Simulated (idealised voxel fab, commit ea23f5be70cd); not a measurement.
process module | voxel wiring stack
cross-section cut | 280 nm wide | cells 5 nm
A cross-section is a grid of square cells, given in bands from the top down. A band is one or more rows of cells.
Each band's line starts with the height of the band's top and of its bottom, in nm. Then come its materials from left to right, each with its width in nm. One material with "throughout" fills the band from edge to edge. "air" is empty space.
Height 0 is the level under which the wafer as received is all one material. The lowest band goes on downwards, as in "0 down".
A width such as "30 to 40" changes by the same amount from each row of cells to the next, from the band's top row to its bottom row.
"no change" after a step means that no cell of the cross-section changed.
closed voids: empty space of 8 cells or more with no open way to the top, each as width x height at its distance from the left edge, in nm
after a step's settings: what the simulator itself notes on the step
overlay nm, on a step with a mask: how far to the right of its planned place the mask lay; to the left if negative
plan
1 op RECEIVE | material Si
2 op CONFORMAL_DEP | material SiO2 | thk nm 10
3 op DIRECTIONAL_DEP | material TiN | thk nm 5
4 op DIRECTIONAL_DEP | material W | thk nm 15
5 op PATTERN | tone cover | mask id METAL_1 | material resist | width nm 30 | pitch nm 55 | thk nm 15 | overlay nm 0
6 op DIRECTIONAL_ETCH | etch materials W | depth nm 15
7 op DIRECTIONAL_ETCH | etch materials TiN | depth nm 5
8 op STRIP | etch materials resist
9 op FILL_DEP | material SiO2 | thk nm 10
10 op CMP | height nm 30
11 op CONFORMAL_DEP | material SiCN | thk nm 5
12 op DIRECTIONAL_DEP | material lowk | thk nm 20
13 op PATTERN | tone open | mask id PLUG_1 | material resist | width nm 15 | pitch nm 55 | thk nm 15 | overlay nm 0
14 op DIRECTIONAL_ETCH | etch materials lowk | depth nm 20
15 op DIRECTIONAL_ETCH | etch materials SiCN | depth nm 5
16 op STRIP | etch materials resist
17 op CONFORMAL_DEP | material TiN | thk nm 5
18 op FILL_DEP | material Ru | thk nm 5
19 op CMP | height nm 55
20 op DIRECTIONAL_DEP | material TiN | thk nm 5
21 op DIRECTIONAL_DEP | material Ru | thk nm 15
22 op PATTERN | tone cover | mask id METAL_2 | material resist | width nm 30 | pitch nm 55 | thk nm 20 | overlay nm 0
23 op DIRECTIONAL_ETCH | etch materials Ru | depth nm 15
24 op DIRECTIONAL_ETCH | etch materials TiN | depth nm 5
25 op STRIP | etch materials resist
26 op CONFORMAL_DEP | material SiCN | thk nm 5
27 op FILL_DEP | material SiO2 | thk nm 5
28 op CMP | height nm 75
29 op CONFORMAL_DEP | material SiN | thk nm 5
as received, after step 1
  0 down: Si throughout
  closed voids: none
first wafer at the end, as planned
  80 to 75: SiN throughout
  75 to 60: SiO2 90 | SiCN 5 | Ru 30 | SiCN 5 | SiO2 15 | SiCN 5 | Ru 30 | SiCN 5 | SiO2 95
  60 to 55: SiCN 95 | TiN 30 | SiCN 25 | TiN 30 | SiCN 100
  55 to 35: lowk 95 | TiN 5 | Ru 5 | TiN 5 | lowk 40 | TiN 5 | Ru 5 | TiN 5 | lowk 115
  35 to 30: SiCN 95 | TiN 15 | SiCN 40 | TiN 15 | SiCN 115
  30 to 15: SiO2 95 | W 30 | SiO2 25 | W 30 | SiO2 100
  15 to 10: SiO2 95 | TiN 30 | SiO2 25 | TiN 30 | SiO2 100
  10 to 0: SiO2 throughout
  0 down: Si throughout
  closed voids: none
second wafer at the end: like start, like plan, one mistake
  80 to 75: SiN throughout
  75 to 60: SiO2 95 | SiCN 5 | Ru 30 | SiCN 5 | SiO2 15 | SiCN 5 | Ru 30 | SiCN 5 | SiO2 90
  60 to 55: SiCN 100 | TiN 30 | SiCN 25 | TiN 30 | SiCN 95
  55 to 35: lowk 95 | TiN 5 | Ru 5 | TiN 5 | lowk 40 | TiN 5 | Ru 5 | TiN 5 | lowk 115
  35 to 30: SiCN 95 | TiN 15 | SiCN 40 | TiN 15 | SiCN 115
  30 to 15: SiO2 95 | W 30 | SiO2 25 | W 30 | SiO2 100
  15 to 10: SiO2 95 | TiN 30 | SiO2 25 | TiN 30 | SiO2 100
  10 to 0: SiO2 throughout
  0 down: Si throughout
  closed voids: none
what went wrong: step 22 ran as: op PATTERN | tone cover | mask id METAL_2 | material resist | width nm 30 | pitch nm 55 | thk nm 20 | overlay nm 5
at the end the second wafer has, in cells: as many of each material as the first, in other places
